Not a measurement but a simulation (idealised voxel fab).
Proc. module: voxel gate over fins
Section cut is 185 nm wide and gridded with 5 nm square cells.
For the purposes of this document, a cross-section shall be understood as a grid of square cells, specified as bands listed in top-to-bottom order, each band consisting of one or more rows of cells.
Heads up on the band format: heights come first, top then bottom, in nm. After that it's the materials left to right, each with its width in nm. A single material flagged "everywhere" fills the whole band edge to edge, and "empty" means there's empty space there.
Basically, 0 is our baseline, since under it the wafer straight out of the box is all one material. The bottom band has no lower end and keeps on going down, so it looks like "top 0, no bottom".
The expression "30..40" gives the width at the extremes of the band, the first number at its top row of cells and the second at its bottom row, with the width changing by equal amounts from each row to the next in between.
"nothing changed", as given for a step, is the statement that not any cell of the cross-section underwent a change during that step.
If an empty space has no open way to the top and is at least 8 cells in size, "Enclosed void list" lists it, written width x height at distance, where distance is measured from the left edge and every value is in nm.
Anything after a step's settings on that line? It's the simulator's own note about the step.
On any step carrying a mask, the "overlay nm" setting, if present on the step's line, tells how far right of its planned place the mask lay; negative values point to the left.

Listed below are the process steps as planned:
1: RECEIVE with material Si
2: CONFORMAL_DEP with material SiN, thk nm 5
3: DIRECTIONAL_DEP with material aC, thk nm 15
4: PATTERN with tone cover, mask id FINS, material resist, width nm 15, pitch nm 35, thk nm 30, overlay nm 0
5: DIRECTIONAL_ETCH with etch materials aC, depth nm 15
6: STRIP with etch materials resist
7: DIRECTIONAL_ETCH with etch materials SiN, depth nm 5
8: DIRECTIONAL_ETCH with etch materials Si, depth nm 30
9: STRIP with etch materials aC
10: OXIDIZE with depth nm 5
11: FILL_DEP with material SiO2, thk nm 15
12: CMP with height nm 5
13: SELECTIVE_ETCH with etch materials SiO2, depth nm 15
14: STRIP with etch materials SiN
15: CONFORMAL_DEP with material HfO2, thk nm 5
16: CONFORMAL_DEP with material TiN, thk nm 5
17: CONFORMAL_DEP with material TiAl, thk nm 5
18: CONFORMAL_DEP with material TiN, thk nm 5
19: FILL_DEP with material W, thk nm 10
20: CMP with height nm 25
21: CONFORMAL_DEP with material SiCN, thk nm 5

Step 1 complete: cross-section of the wafer as received:
	top 0, no bottom: Si everywhere
	Enclosed void list: none

Post-module cross-section: identical start and plan to those above, one misstep in execution:
	top 30, bottom 25: SiCN everywhere
	top 25, bottom 20: W everywhere
	top 20, bottom 15: W 15 nm | TiN 150 nm | W 20 nm
	top 15, bottom 10: W 15 nm | TiN 5 nm | TiAl 140 nm | TiN 5 nm | W 20 nm
	top 10, bottom 5: TiN 20 nm | TiAl 5 nm | TiN 25 nm | TiAl 10 nm | TiN 25 nm | TiAl 10 nm | TiN 25 nm | TiAl 10 nm | TiN 25 nm | TiAl 5 nm | TiN 25 nm
	top 5, bottom 0: TiAl 25 nm | TiN 25 nm | TiAl 10 nm | TiN 25 nm | TiAl 10 nm | TiN 25 nm | TiAl 10 nm | TiN 25 nm | TiAl 30 nm
	top 0, bottom -10: TiN 35 nm | Si 5 nm | TiN 30 nm | Si 5 nm | TiN 30 nm | Si 5 nm | TiN 30 nm | Si 5 nm | TiN 40 nm
	top -10, bottom -35: SiO2 35 nm | Si 5 nm | SiO2 30 nm | Si 5 nm | SiO2 30 nm | Si 5 nm | SiO2 30 nm | Si 5 nm | SiO2 40 nm
	top -35, no bottom: Si everywhere
	Enclosed void list: none
Run error: step 15 was processed under conditions differing from the plan, specifically as CONFORMAL_DEP with material TiN, thk nm 5
